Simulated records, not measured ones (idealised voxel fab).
Presented below is a process module, voxel self aligned vias.
cross-section cut | 290 nm wide | cells 5 nm
A cross-section is written here as square cells arranged in a grid, and it is given in bands from the top down, each band taking up one or more rows of cells.
For a band, the entry starts with two heights in nm, that of the top and then that of the bottom, and carries on with the band's materials in order from left to right, each alongside its width in nm; the word "everywhere" beside a single material means it fills the band edge to edge, and "blank" means empty space.
Heights from 0 (as-received wafer is one material below). Bottom band endless downward, as "top 0, no bottom".
A width given as "30 to 40" starts at the first number in the band's top row and ends at the second number in its bottom row, shifting by an equal amount at every step from row to row.
The designation "no modification", where it is given for a processing step, indicates that no cell of the cross-section was altered in the course of that step.
For the entry "Catalogued sealed voids", the listed items are empty spaces with no open way to the top whose size is 8 cells or more; each item follows the pattern width x height at distance, where distance is from the left edge and all three are in nm.
Past the settings on a step's line: simulator remark, on that step.
overlay nm: for a step with a mask, the amount by which the mask lay right of where it was planned; a negative amount means left of it.
## Process steps - plan
- 1: RECEIVE | material Si
- 2: CONFORMAL_DEP | material SiO2 | thk nm 15
- 3: CONFORMAL_DEP | material SiCN | thk nm 5
- 4: DIRECTIONAL_DEP | material SiO2 | thk nm 30
- 5: PATTERN | tone open | mask id LINES | material resist | width nm 30 | pitch nm 60 | thk nm 20 | overlay nm 0
- 6: DIRECTIONAL_ETCH | etch materials SiO2 | depth nm 30
- 7: STRIP | etch materials resist
- 8: CONFORMAL_DEP | material TiN | thk nm 5
- 9: FILL_DEP | material Ru | thk nm 5
- 10: CMP | height nm 50
- 11: SELECTIVE_ETCH | etch materials W Ru TiN | depth nm 10
- 12: FILL_DEP | material SiN | thk nm 10
- 13: CMP | height nm 50
- 14: DIRECTIONAL_DEP | material SiO2 | thk nm 20
- 15: PATTERN | tone open | mask id VIAS | material resist | width nm 40 | pitch nm 60 | thk nm 20 | overlay nm 0
- 16: DIRECTIONAL_ETCH | etch materials SiO2 | depth nm 20
- 17: DIRECTIONAL_ETCH | etch materials SiN | depth nm 10
- 18: STRIP | etch materials resist
- 19: CONFORMAL_DEP | material TiN | thk nm 5
- 20: FILL_DEP | material Ru | thk nm 5
- 21: CMP | height nm 70
- 22: CONFORMAL_DEP | material SiN | thk nm 5
## Incoming wafer in cross-section (state: after step 1)
- top 0, no bottom = Si everywhere
- Catalogued sealed voids: none
## Wafer cross-section at module end: first of two, run to plan
- top 75, bottom 70 = SiN everywhere
- top 70, bottom 55 = 95 nm SiO2 / 5 nm TiN / 30 nm Ru / 5 nm TiN / 20 nm SiO2 / 5 nm TiN / 30 nm Ru / 5 nm TiN / 95 nm SiO2
- top 55, bottom 45 = 95 to 100 nm SiO2 / 10 to 5 nm TiN / 20 nm Ru / 10 to 5 nm TiN / 20 to 30 nm SiO2 / 10 to 5 nm TiN / 20 nm Ru / 10 to 5 nm TiN / 95 to 100 nm SiO2
- top 45, bottom 40 = 100 nm SiO2 / 30 nm TiN / 30 nm SiO2 / 30 nm TiN / 100 nm SiO2
- top 40, bottom 25 = 100 nm SiO2 / 5 nm TiN / 20 nm Ru / 5 nm TiN / 30 nm SiO2 / 5 nm TiN / 20 nm Ru / 5 nm TiN / 100 nm SiO2
- top 25, bottom 20 = 100 nm SiO2 / 30 nm TiN / 30 nm SiO2 / 30 nm TiN / 100 nm SiO2
- top 20, bottom 15 = SiCN everywhere
- top 15, bottom 0 = SiO2 everywhere
- top 0, no bottom = Si everywhere
- Catalogued sealed voids: none
## Here's the second of our two wafers sectioned at module end. Same start as the first, same plan, but one mistake got made running it
- top 75, bottom 70 = SiN everywhere
- top 70, bottom 45 = 95 nm SiO2 / 5 nm TiN / 30 nm Ru / 5 nm TiN / 20 nm SiO2 / 5 nm TiN / 30 nm Ru / 5 nm TiN / 95 nm SiO2
- top 45, bottom 40 = 95 nm SiO2 / 40 nm TiN / 20 nm SiO2 / 40 nm TiN / 95 nm SiO2
- top 40, bottom 30 = 95 nm SiO2 / 10 nm TiN / 20 nm Ru / 10 nm TiN / 20 nm SiO2 / 10 nm TiN / 20 nm Ru / 10 nm TiN / 95 nm SiO2
- top 30, bottom 25 = 100 nm SiO2 / 5 nm TiN / 20 nm Ru / 5 nm TiN / 30 nm SiO2 / 5 nm TiN / 20 nm Ru / 5 nm TiN / 100 nm SiO2
- top 25, bottom 20 = 100 nm SiO2 / 30 nm TiN / 30 nm SiO2 / 30 nm TiN / 100 nm SiO2
- top 20, bottom 15 = SiCN everywhere
- top 15, bottom 0 = SiO2 everywhere
- top 0, no bottom = Si everywhere
- Catalogued sealed voids: none
The mistake made against the process plan was this: plan step 16 was twice executed
Looking at both finished wafers in cells, the second ends up ahead of or behind the first on some materials: Ru: 8 more | SiO2: 16 fewer | TiN: 8 more
